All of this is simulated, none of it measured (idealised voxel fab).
Proc. module: voxel double patterning
The figure presents cross-section cut, which has a width of 290 nm and is divided into square cells with an edge length of 5 nm.
Reading order for cross-sections: top band down to bottom band. Underlying form: a grid of square cells. Band size: one or more rows of cells.
It is stipulated that each band's entry specify, in nanometres, the height of the top of the band and then that of its bottom, followed by the materials of the band in left-to-right sequence, each together with its width in nanometres. A single material marked by the word "everywhere" is understood to fill the band from edge to edge; the word "empty" is understood to denote empty space.
It should be noted that heights are counted from 0, beneath which the wafer as supplied is of one material throughout, and that the lowest band possesses no lower boundary but continues downward, as written in "z 0 and below".
When a width is written as two numbers, as in "30..40", the first number is the width in the top row of cells of the band and the second is the width in its bottom row, and the width changes by the same amount from each row to the next.
"remained unchanged" -> step changed no cross-section cell.
In "Encapsulated voids" the enclosed voids are listed, meaning empty spaces of 8 cells or larger without any opening to the top. The form is width x height at distance, distance from the left edge, units nm.
If you see something after the settings on a step's line, that's the simulator's own remark about that step.
overlay nm: right-of-plan distance of the mask on a masked step; negative values mean left-of-plan.
-- Steps planned for the process
1. RECEIVE (material Si)
2. CONFORMAL_DEP (material SiO2; thk nm 5)
3. DIRECTIONAL_DEP (material polySi; thk nm 10)
4. DIRECTIONAL_DEP (material SiCN; thk nm 5)
5. PATTERN (tone open; mask id FIRST; material resist; width nm 15; pitch nm 50; thk nm 20; overlay nm 0)
6. DIRECTIONAL_ETCH (etch materials SiCN; depth nm 5)
7. STRIP (etch materials resist)
8. PATTERN (tone open; mask id SECOND; material resist; width nm 15; thk nm 15; overlay nm 0)
9. DIRECTIONAL_ETCH (etch materials SiCN; depth nm 5)
10. STRIP (etch materials resist)
11. DIRECTIONAL_ETCH (etch materials polySi; depth nm 10)
12. STRIP (etch materials SiCN)
-- Incoming wafer, cross-sectional view, post step 1
> z 0 and below = Si everywhere
> Encapsulated voids: none
-- Final cross-section, module run with one mistake (start and plan as above)
> z 15 to 5 = polySi 110 | empty 20 | polySi 5 | empty 15 | polySi 10 | empty 20 | polySi 110
> z 5 to 0 = SiO2 everywhere
> z 0 and below = Si everywhere
> Encapsulated voids: none
Error vs. plan: not per plan at step 5, really ran PATTERN (tone open; mask id FIRST; material resist; width nm 20; pitch nm 50; thk nm 20; overlay nm 0)
